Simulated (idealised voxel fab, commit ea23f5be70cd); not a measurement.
process module | voxel local oxidation
cross-section cut | 240 nm wide | cells 5 nm
A cross-section is a grid of square cells, given in bands from the top down. A band is one or more rows of cells.
Each band's line starts with the height of the band's top and of its bottom, in nm. Then come its materials from left to right, each with its width in nm. One material with "throughout" fills the band from edge to edge. "air" is empty space.
Height 0 is the level under which the wafer as received is all one material. The lowest band goes on downwards, as in "0 down".
A width such as "30 to 40" changes by the same amount from each row of cells to the next, from the band's top row to its bottom row.
"no change" after a step means that no cell of the cross-section changed.
closed voids: empty space of 8 cells or more with no open way to the top, each as width x height at its distance from the left edge, in nm
after a step's settings: what the simulator itself notes on the step
overlay nm, on a step with a mask: how far to the right of its planned place the mask lay; to the left if negative
plan
1 op RECEIVE | material Si
2 op OXIDIZE | depth nm 5
3 op CONFORMAL_DEP | material SiN | thk nm 15
4 op MASKED_ETCH | tone cover | mask id ACTIVE | width nm 80 | etch materials SiN | depth nm 15 | overlay nm 0
5 op SELECTIVE_ETCH | etch materials SiO2 | depth nm 5
6 op OXIDIZE | depth nm 10
7 op STRIP | etch materials SiN
varied across the wafers: width nm of step 4. The plan shows the first wafer's value. All wafers start alike
first wafer as received, after step 1
  0 down: Si throughout
  closed voids: none
first wafer at the end, after step 7
  0 to -5: air 85 | SiO2 70 | air 85
  -5 to -15: SiO2 95 | Si 50 | SiO2 95
  -15 down: Si throughout
  closed voids: none
last wafer at the end
  0 to -5: air 75 | SiO2 95 | air 70
  -5 to -15: SiO2 85 | Si 75 | SiO2 80
  -15 down: Si throughout
  closed voids: none
each wafer at the end: cells of each material gained (+) or lost (-) since it was received, then its closed voids
width nm 80 | -124 Si | +90 SiO2 | closed voids: none
width nm 85 | -122 Si | +89 SiO2 | closed voids: none
width nm 90 | -120 Si | +88 SiO2 | closed voids: none
width nm 95 | -118 Si | +87 SiO2 | closed voids: none
width nm 100 | -116 Si | +86 SiO2 | closed voids: none
width nm 105 | -114 Si | +85 SiO2 | closed voids: none
